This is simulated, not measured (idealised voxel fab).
Proc. module: voxel double patterning
Square cell edge 5 nm, section width 295 nm, ID cut.
Cross-section format: a grid of square cells, given as bands from top to bottom; each band is one or more rows of cells. Within each band entry, the heights of the top and of the bottom of the band appear first, in that order and in nm; the materials of the band then follow from left to right, each with its corresponding width in nm. The designation "edge to edge" on a single material indicates that it fills the band from edge to edge; the designation "air" indicates empty space. The level at which height equals 0 is the one under which the wafer, as it arrives, is entirely one material. No lower edge exists for the bottom band, which continues downward and is notated as in "from 0 down". The notation "30 to 40" denotes a width that varies across the rows of cells in the band, beginning at the first number in the top row, finishing at the second number in the bottom row, and changing by an identical amount from each row to the next. Where the words "nothing changed" appear for a step, the cross-section shows no cell changed by that step; every cell remained as before. Heads up: "Trapped voids" only lists the empty pockets with no open path to the top that are 8 cells or more, and it writes them as width x height at distance, distance from the left edge, in nm. It should be noted that, on the line of a given step, the content following the step's settings is a remark produced by the simulator itself with respect to that step. The "overlay nm" setting may appear on a step's line; for a step that uses a mask, it gives how far to the right of its planned position the mask lay, and a negative value indicates the left.
**Planned process steps**
1) RECEIVE: material Si
2) CONFORMAL_DEP: material SiO2, thk nm 10
3) DIRECTIONAL_DEP: material polySi, thk nm 15
4) DIRECTIONAL_DEP: material SiCN, thk nm 10
5) MASKED_ETCH: tone open, mask id FIRST, width nm 15, pitch nm 50, etch materials SiCN, depth nm 10, overlay nm 0
6) DIRECTIONAL_DEP: material aC, thk nm 15
7) PATTERN: tone open, mask id SECOND, material resist, width nm 15, pitch nm 50, thk nm 35, overlay nm 0
8) DIRECTIONAL_ETCH: etch materials aC, depth nm 15
9) STRIP: etch materials resist
10) DIRECTIONAL_ETCH: etch materials SiCN, depth nm 10
11) STRIP: etch materials aC
12) DIRECTIONAL_ETCH: etch materials polySi, depth nm 15
13) STRIP: etch materials SiCN
**first wafer, as planned**
**Cross-section of the wafer upon arrival, representing the state reached after step 1**
> from 0 down: Si edge to edge
> Trapped voids: none
**Step 2 complete: cross-section through the wafer**
> from 10 to 0: SiO2 edge to edge
> Under 0: no change, same as before.
**Step 3 complete: cross-section through the wafer**
> from 25 to 10: polySi edge to edge
> Under 10: no change, same as before.
**Step 4 complete: cross-section through the wafer**
> from 35 to 25: SiCN edge to edge
> Under 25: no change, same as before.
**Step 5 complete: cross-section through the wafer**
> from 35 to 25: SiCN 90 nm; air 15 nm; SiCN 35 nm; air 15 nm; SiCN 35 nm; air 15 nm; SiCN 90 nm
> Under 25: no change, same as before.
**Step 6 complete: cross-section through the wafer**
> from 50 to 40: aC 90 nm; air 15 nm; aC 35 nm; air 15 nm; aC 35 nm; air 15 nm; aC 90 nm
> from 40 to 35: aC edge to edge
> from 35 to 25: SiCN 90 nm; aC 15 nm; SiCN 35 nm; aC 15 nm; SiCN 35 nm; aC 15 nm; SiCN 90 nm
> Under 25: no change, same as before.
**Step 7 complete: cross-section through the wafer**
> from 85 to 50: resist 115 nm; air 15 nm; resist 35 nm; air 15 nm; resist 115 nm
> from 50 to 40: aC 90 nm; resist 15 nm; aC 35 nm; resist 15 nm; aC 35 nm; resist 15 nm; aC 90 nm
> Under 40: no change, same as before.
**Step 8 complete: cross-section through the wafer**
> from 70 to 50: resist 115 nm; air 15 nm; resist 35 nm; air 15 nm; resist 115 nm
> from 50 to 40: aC 90 nm; resist 15 nm; aC 10 nm; air 15 nm; aC 10 nm; resist 15 nm; aC 10 nm; air 15 nm; aC 10 nm; resist 15 nm; aC 90 nm
> from 40 to 35: aC 115 nm; air 15 nm; aC 35 nm; air 15 nm; aC 115 nm
> Under 35: no change, same as before.
**Step 9 complete: cross-section through the wafer**
> from 50 to 40: aC 90 nm; air 15 nm; aC 10 nm; air 15 nm; aC 10 nm; air 15 nm; aC 10 nm; air 15 nm; aC 10 nm; air 15 nm; aC 90 nm
> Under 40: no change, same as before.
**Step 10 complete: cross-section through the wafer**
> from 50 to 40: aC 90 nm; air 15 nm; aC 10 nm; air 15 nm; aC 10 nm; air 15 nm; aC 10 nm; air 15 nm; aC 10 nm; air 15 nm; aC 90 nm
> from 40 to 35: aC 115 nm; air 15 nm; aC 35 nm; air 15 nm; aC 115 nm
> from 35 to 25: SiCN 90 nm; aC 15 nm; SiCN 10 nm; air 15 nm; SiCN 10 nm; aC 15 nm; SiCN 10 nm; air 15 nm; SiCN 10 nm; aC 15 nm; SiCN 90 nm
> Under 25: no change, same as before.
**Step 11 complete: cross-section through the wafer**
> from 35 to 25: SiCN 90 nm; air 15 nm; SiCN 10 nm; air 15 nm; SiCN 10 nm; air 15 nm; SiCN 10 nm; air 15 nm; SiCN 10 nm; air 15 nm; SiCN 90 nm
> Under 25: no change, same as before.
**Step 12 complete: cross-section through the wafer**
> from 35 to 25: SiCN 90 nm; air 15 nm; SiCN 10 nm; air 15 nm; SiCN 10 nm; air 15 nm; SiCN 10 nm; air 15 nm; SiCN 10 nm; air 15 nm; SiCN 90 nm
> from 25 to 10: polySi 90 nm; air 15 nm; polySi 10 nm; air 15 nm; polySi 10 nm; air 15 nm; polySi 10 nm; air 15 nm; polySi 10 nm; air 15 nm; polySi 90 nm
> Under 10: no change, same as before.
**Step 13 complete: cross-section through the wafer**
> from 25 to 10: polySi 90 nm; air 15 nm; polySi 10 nm; air 15 nm; polySi 10 nm; air 15 nm; polySi 10 nm; air 15 nm; polySi 10 nm; air 15 nm; polySi 90 nm
> Under 10: no change, same as before.
**Wafer two of two - same starting point, same process plan, one mistake in execution; matches wafer one up to and including step 6**
**Second wafer, sectioned view, at step 7's planned end time**
> from 85 to 50: resist 125 nm; air 15 nm; resist 35 nm; air 15 nm; resist 105 nm
> from 50 to 40: aC 90 nm; resist 15 nm; aC 35 nm; resist 15 nm; aC 35 nm; resist 15 nm; aC 90 nm
> Under 40: no change, same as before.
**Second wafer, sectioned view, at step 8's planned end time**
> from 70 to 50: resist 125 nm; air 15 nm; resist 35 nm; air 15 nm; resist 105 nm
> from 50 to 40: aC 90 nm; resist 15 nm; aC 20 nm; air 15 nm; resist 15 nm; aC 20 nm; air 15 nm; resist 15 nm; aC 90 nm
> from 40 to 35: aC 125 nm; air 15 nm; aC 35 nm; air 15 nm; aC 105 nm
> Under 35: no change, same as before.
**Second wafer, sectioned view, at step 9's planned end time**
> from 50 to 40: aC 90 nm; air 15 nm; aC 20 nm; air 30 nm; aC 20 nm; air 30 nm; aC 90 nm
> Under 40: no change, same as before.
**Second wafer, sectioned view, at step 10's planned end time**
> from 50 to 40: aC 90 nm; air 15 nm; aC 20 nm; air 30 nm; aC 20 nm; air 30 nm; aC 90 nm
> from 40 to 35: aC 125 nm; air 15 nm; aC 35 nm; air 15 nm; aC 105 nm
> from 35 to 25: SiCN 90 nm; aC 15 nm; SiCN 20 nm; air 15 nm; aC 15 nm; SiCN 20 nm; air 15 nm; aC 15 nm; SiCN 90 nm
> Under 25: no change, same as before.
**Second wafer, sectioned view, at step 11's planned end time**
> from 35 to 25: SiCN 90 nm; air 15 nm; SiCN 20 nm; air 30 nm; SiCN 20 nm; air 30 nm; SiCN 90 nm
> Under 25: no change, same as before.
**Second wafer, sectioned view, at step 12's planned end time**
> from 35 to 25: SiCN 90 nm; air 15 nm; SiCN 20 nm; air 30 nm; SiCN 20 nm; air 30 nm; SiCN 90 nm
> from 25 to 10: polySi 90 nm; air 15 nm; polySi 20 nm; air 30 nm; polySi 20 nm; air 30 nm; polySi 90 nm
> Under 10: no change, same as before.
**Second wafer, sectioned view, at step 13's planned end time**
> from 25 to 10: polySi 90 nm; air 15 nm; polySi 20 nm; air 30 nm; polySi 20 nm; air 30 nm; polySi 90 nm
> Under 10: no change, same as before.
The mistake made against the process plan was this: off-plan run, step 7, actual operation and settings PATTERN: tone open, mask id SECOND, material resist, width nm 15, pitch nm 50, thk nm 35, overlay nm 10
at the end the second wafer has, in cells: as many of each material as the first, in other places
